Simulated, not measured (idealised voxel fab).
Proc. module: voxel released beams
We display cut, a cross-section 250 nm in width whose square cells are each 5 nm.
Heads up, the way a cross-section reads in here is a grid of square cells, handed over as bands from the top down, with every band being one or more rows of cells. Within each band entry, the heights of the top and of the bottom of the band appear first, in that order and in nm; the materials of the band then follow from left to right, each with its corresponding width in nm. The designation "everywhere" on a single material indicates that it fills the band from edge to edge; the designation "blank" indicates empty space. Beneath 0, the wafer as received is one material, and that level is where height counting begins. The lowest band goes on downward without a bottom; it is written like "0..down". You'd read "30 to 40" like this: the band's top row of cells is as wide as the first number, its bottom row is as wide as the second, and going down, every row changes width by the same amount as the row before did. Step note "changes: none" = no cross-section cell changed. Basically, "Sealed void list" tells you about the enclosed voids: empty spaces with no open way to the top, 8 cells or bigger, each written width x height at distance, where distance is from the left edge, all in nm. Step line, after settings: the simulator's comment on this step. Regarding "overlay nm": on a step with a mask, it is the distance the mask lay to the right of its planned place; a negative value places it to the left.
This section lists the process steps that were planned:
1. RECEIVE: material Si
2. CONFORMAL_DEP: material SiN, thk nm 5
3. DIRECTIONAL_DEP: material SiO2, thk nm 20
4. MASKED_ETCH: tone open, mask id ANCHOR, width nm 35, etch materials SiO2, depth nm 20, overlay nm 0
5. CONFORMAL_DEP: material polySi, thk nm 10
6. MASKED_ETCH: tone cover, mask id BEAM, width nm 85, etch materials polySi, depth nm 10, overlay nm 0
7. STRIP: etch materials SiO2
Shown in cross-section is the wafer as received, that is, as it stands after step 1:
0..down  Si everywhere
Sealed void list: none
Wafer cross-section at end of module: start and plan as shown above, one execution error:
30..25  blank=80 / polySi=10 / blank=25 / polySi=50 / blank=85
25..10  blank=85 / polySi=5 / blank=25 / polySi=5 / blank=130
10..5  blank=85 / polySi=35 / blank=130
5..0  SiN everywhere
0..down  Si everywhere
Sealed void list: none
Run error: heads up, step 5 didn't go per plan, it actually ran as CONFORMAL_DEP: material polySi, thk nm 5
